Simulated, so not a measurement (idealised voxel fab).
process module | voxel gate over fins
cross-section cut | 245 nm wide | cells 5 nm
A cross-section is a grid of square cells, given in bands from the top down. A band is one or more rows of cells.
Each band's line starts with the height of the band's top and of its bottom, in nm. Then come its materials from left to right, each with its width in nm. One material with "throughout" fills the band from edge to edge. "air" is empty space.
Height 0 is the level under which the wafer as received is all one material. The lowest band goes on downwards, as in "0 down".
A width such as "30 to 40" changes by the same amount from each row of cells to the next, from the band's top row to its bottom row.
"no change" after a step means that no cell of the cross-section changed.
closed voids: empty space of 8 cells or more with no open way to the top, each as width x height at its distance from the left edge, in nm
after a step's settings: what the simulator itself notes on the step
overlay nm, on a step with a mask: how far to the right of its planned place the mask lay; to the left if negative
plan
1 op RECEIVE | material Si
2 op CONFORMAL_DEP | material SiN | thk nm 10
3 op DIRECTIONAL_DEP | material aC | thk nm 10
4 op PATTERN | tone cover | mask id FINS | material resist | width nm 15 | pitch nm 55 | thk nm 30 | overlay nm 0
5 op DIRECTIONAL_ETCH | etch materials aC | depth nm 10
6 op STRIP | etch materials resist
7 op DIRECTIONAL_ETCH | etch materials SiN | depth nm 10
8 op DIRECTIONAL_ETCH | etch materials Si | depth nm 40
9 op STRIP | etch materials aC
10 op OXIDIZE | depth nm 5
11 op FILL_DEP | material SiO2 | thk nm 10
12 op CMP | height nm 10
13 op PATTERN | tone open | mask id RAIL | material resist | width nm 15 | thk nm 15 | overlay nm 0
14 op DIRECTIONAL_ETCH | etch materials SiO2 | depth nm 45
15 op STRIP | etch materials resist
16 op CONFORMAL_DEP | material TiN | thk nm 5
17 op FILL_DEP | material Ru | thk nm 10
18 op CMP | height nm 10
19 op SELECTIVE_ETCH | etch materials W Ru TiN | depth nm 30
20 op FILL_DEP | material SiO2 | thk nm 5
21 op CMP | height nm 10
22 op SELECTIVE_ETCH | etch materials SiO2 | depth nm 20
23 op STRIP | etch materials SiN
24 op CONFORMAL_DEP | material HfO2 | thk nm 5
25 op CONFORMAL_DEP | material TiN | thk nm 5
26 op FILL_DEP | material W | thk nm 15
27 op CMP | height nm 20
28 op CONFORMAL_DEP | material SiN | thk nm 5
varied across the wafers: width nm of step 13. The plan shows the first wafer's value. All wafers start alike
first wafer as received, after step 1
  0 down: Si throughout
  closed voids: none
each wafer at the end: cells of each material gained (+) or lost (-) since it was received, then its closed voids
width nm 15 | +57 HfO2 | +2 Ru | -423 Si | +49 SiN | +320 SiO2 | +64 TiN | +176 W | closed voids: none
width nm 20 | +57 HfO2 | +4 Ru | -423 Si | +49 SiN | +317 SiO2 | +65 TiN | +176 W | closed voids: none
width nm 25 | +57 HfO2 | +6 Ru | -423 Si | +49 SiN | +314 SiO2 | +66 TiN | +176 W | closed voids: none
width nm 30 | +57 HfO2 | +8 Ru | -423 Si | +49 SiN | +311 SiO2 | +67 TiN | +176 W | closed voids: none
